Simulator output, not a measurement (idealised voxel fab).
Documented hereafter: the process module known as voxel ribs on slabs.
The width of the displayed cross-section, cut, is 185 nm; its cells are square, with a size of 5 nm.
A cross-section is written here as square cells arranged in a grid, and it is given in bands from the top down, each band taking up one or more rows of cells.
The band entry comprises the height of the band's top followed by the height of its bottom, expressed in nm, and subsequently the band's materials from left to right, each stated together with its width in nm. Where a single material is marked with the word "throughout", that material fills the band from edge to edge. The word "blank" represents empty space.
The reference from which all heights are counted is 0, the level beneath which the as-received wafer is entirely one material; the lowest band, having no lower bound, proceeds downward and is written after the example "0 down".
Width "30 to 40": first value at the band's top row of cells, second value at its bottom row, equal change from row to row.
"no alteration" (step): cross-section cells unchanged, all of them.
Basically, "Closed internal voids" tells you about the enclosed voids: empty spaces with no open way to the top, 8 cells or bigger, each written width x height at distance, where distance is from the left edge, all in nm.
Text after the settings on a step's line: the simulator's own remark on that step.
On any step carrying a mask, the "overlay nm" setting, if present on the step's line, tells how far right of its planned place the mask lay; negative values point to the left.

Here's what the planned process steps look like:
1) RECEIVE,material Si
2) DIRECTIONAL_DEP,material SiO2,thk nm 20
3) DIRECTIONAL_DEP,material SiN,thk nm 15
4) PATTERN,tone cover,mask id RIB,material resist,width nm 15,thk nm 20,overlay nm 0
5) DIRECTIONAL_ETCH,etch materials SiN,depth nm 5
6) STRIP,etch materials resist
7) DIRECTIONAL_DEP,material aC,thk nm 10
8) PATTERN,tone cover,mask id SLAB,material resist,width nm 65,thk nm 30,overlay nm 0
9) DIRECTIONAL_ETCH,etch materials aC,depth nm 10
10) STRIP,etch materials resist
11) DIRECTIONAL_ETCH,etch materials SiN,depth nm 10
12) STRIP,etch materials aC
13) FILL_DEP,material SiO2,thk nm 20
14) CMP,height nm 50
15) DIRECTIONAL_DEP,material TiN,thk nm 5
16) DIRECTIONAL_DEP,material aC,thk nm 15
17) PATTERN,tone cover,mask id HEATER,material resist,width nm 25,thk nm 30,overlay nm 0
18) DIRECTIONAL_ETCH,etch materials aC,depth nm 15
19) STRIP,etch materials resist
20) DIRECTIONAL_ETCH,etch materials TiN,depth nm 5
21) STRIP,etch materials aC
22) CONFORMAL_DEP,material SiO2,thk nm 5

As-received wafer cross-section (after step 1):
    0 down = Si throughout
    Closed internal voids: none

Here's the cross-section of the first of our two wafers at the end of the module - it ran as planned:
    60 to 55 = blank 75 nm, SiO2 35 nm, blank 75 nm
    55 to 50 = SiO2 80 nm, TiN 25 nm, SiO2 80 nm
    50 to 35 = SiO2 throughout
    35 to 30 = SiO2 85 nm, SiN 15 nm, SiO2 85 nm
    30 to 20 = SiO2 60 nm, SiN 65 nm, SiO2 60 nm
    20 to 0 = SiO2 throughout
    0 down = Si throughout
    Closed internal voids: none

Presented here is a cross-section of the second of the two wafers as it stood at the end of the module. It was started in the same manner and assigned the same plan as the first wafer; however, one mistake was made in its execution:
    60 to 55 = blank 75 nm, SiO2 35 nm, blank 75 nm
    55 to 50 = SiO2 80 nm, TiN 25 nm, SiO2 80 nm
    50 to 30 = SiO2 throughout
    30 to 25 = SiN 60 nm, SiO2 65 nm, SiN 60 nm
    25 to 20 = SiN 60 nm, SiO2 25 nm, SiN 15 nm, SiO2 25 nm, SiN 60 nm
    20 to 0 = SiO2 throughout
    0 down = Si throughout
    Closed internal voids: none
The plan and the run diverged here: step 8 deviated from plan and actually ran as PATTERN,tone open,mask id SLAB,material resist,width nm 65,thk nm 30,overlay nm 0
Upon completion, the second wafer contains, in terms of cells, a greater or smaller amount of certain materials than the first wafer: +22 SiN, -22 SiO2
